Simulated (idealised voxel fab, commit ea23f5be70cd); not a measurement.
Presented below is a process module, voxel tone inversion.
cross-section cut | 175 nm wide | cells 5 nm
When this document writes out a cross-section, it uses a grid of square cells and lists it as bands, beginning at the top and moving down, with a band standing for one or more rows of cells.
Read a band's entry like this: the first values are the height of its top and the height of its bottom in nm, and what follows is the sequence of materials from left to right, each with its width in nm. Note that "empty" is empty space, and that a single material marked "full width" reaches across the band from edge to edge.
Ref level 0: as-received wafer is one material below here. Bottom band extends down with no lower bound ("0 and below").
Top row gets the first number, bottom row gets the second, and each row in between changes by the same step: that is how a band width like "30 to 40" works.
Reading "remained the same" for a step: not a cell of the cross-section changed in it.
The list in "Trapped cavities" covers empty spaces of 8 cells or more that cannot reach the top through any open way, and it gives each as width x height at distance; the distance is from the left edge, and width, height and distance are in nm.
Anything after a step's settings on that line? It's the simulator's own note about the step.
overlay nm, on a step with a mask: how far to the right of its planned place the mask lay; to the left if negative
These are the steps we planned for the process
1: RECEIVE | material Si
2: CONFORMAL_DEP | material SiCN | thk nm 5
3: DIRECTIONAL_DEP | material aC | thk nm 25
4: PATTERN | tone cover | mask id POSTS | material resist | width nm 25 | pitch nm 55 | thk nm 35 | overlay nm 0
5: DIRECTIONAL_ETCH | etch materials aC | depth nm 25
6: STRIP | etch materials resist
7: FILL_DEP | material SiO2 | thk nm 5
8: CMP | height nm 30
9: STRIP | etch materials aC
Wafer as received: cross-section following step 1
    0 and below | Si full width
    Trapped cavities: none
Run as planned - first of the two wafers cross-sectioned at the end of the module
    30 down to 5 | SiO2 20 nm; empty 25 nm; SiO2 30 nm; empty 25 nm; SiO2 30 nm; empty 25 nm; SiO2 20 nm
    5 down to 0 | SiCN full width
    0 and below | Si full width
    Trapped cavities: none
Wafer two, sectioned after the module: the first wafer's start, the first wafer's plan, and one mistake in how it was run
    30 down to 25 | SiO2 full width
    25 down to 0 | SiO2 20 nm; aC 25 nm; SiO2 30 nm; aC 25 nm; SiO2 30 nm; aC 25 nm; SiO2 20 nm
    0 and below | Si full width
    Trapped cavities: none
Here's what went sideways: with respect to the plan, step 2 was omitted and not executed
End of process, cell counts, second wafer against first, materials with more or fewer: SiCN -35, SiO2 +35, aC +75
